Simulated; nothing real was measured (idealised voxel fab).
Herein follows the process module entitled voxel released beams.
Displayed cross-section: cut, width of 300 nm, square cells sized 5 nm.
We lay out every cross-section as a grid of square cells and spell it out in bands from the top down, where one band means one or more rows of cells. Within each band entry, the heights of the top and of the bottom of the band appear first, in that order and in nm; the materials of the band then follow from left to right, each with its corresponding width in nm. The designation "full width" on a single material indicates that it fills the band from edge to edge; the designation "empty" indicates empty space. Heights from 0 (as-received wafer is one material below). Bottom band endless downward, as "from 0 down". The expression "30 to 40" gives the width at the extremes of the band, the first number at its top row of cells and the second at its bottom row, with the width changing by equal amounts from each row to the next in between. You'll sometimes find "nothing was modified" written for a step, and that's the way of saying that nowhere in the cross-section did a cell change during that step. Reported under the label "Completely enclosed voids" are the empty spaces having no open way to the top and comprising 8 cells or more; the notation for each is width x height at distance, in which the distance is measured from the left edge and all three values are in nm. It should be noted that, on the line of a given step, the content following the step's settings is a remark produced by the simulator itself with respect to that step. "overlay nm" answers the question of how far to the right of plan the mask lay on a step that has a mask, and when it is negative the answer is to the left.

[Here's what the planned process steps look like]
1: RECEIVE [material Si]
2: CONFORMAL_DEP [material SiN] [thk nm 5]
3: DIRECTIONAL_DEP [material SiO2] [thk nm 15]
4: DIRECTIONAL_DEP [material aC] [thk nm 10]
5: PATTERN [tone open] [mask id ANCHOR] [material resist] [width nm 30] [thk nm 30] [overlay nm 0]
6: DIRECTIONAL_ETCH [etch materials aC] [depth nm 10]
7: STRIP [etch materials resist]
8: DIRECTIONAL_ETCH [etch materials SiO2] [depth nm 15]
9: STRIP [etch materials aC]
10: CONFORMAL_DEP [material polySi] [thk nm 10]
11: PATTERN [tone cover] [mask id BEAM] [material resist] [width nm 105] [thk nm 15] [overlay nm 0]
12: DIRECTIONAL_ETCH [etch materials polySi] [depth nm 10]
13: STRIP [etch materials resist]
14: STRIP [etch materials SiO2]

[Cross-sectional view of the wafer in its as-received condition, corresponding to the state after step 1]
    from 0 down  Si full width
    Completely enclosed voids: none

[Here's the wafer cut in cross-section after the module, started and planned just like above, except one thing was done wrong in the run]
    from 30 to 20  100 nm empty  10 nm polySi  10 nm empty  85 nm polySi  95 nm empty
    from 20 to 15  100 nm empty  10 nm polySi  10 nm empty  10 nm polySi  170 nm empty
    from 15 to 5  100 nm empty  30 nm polySi  170 nm empty
    from 5 to 0  SiN full width
    from 0 down  Si full width
    Completely enclosed voids: none
what went wrong: step 11, actual vs plan mismatch, actual run PATTERN [tone cover] [mask id BEAM] [material resist] [width nm 105] [thk nm 15] [overlay nm 5]
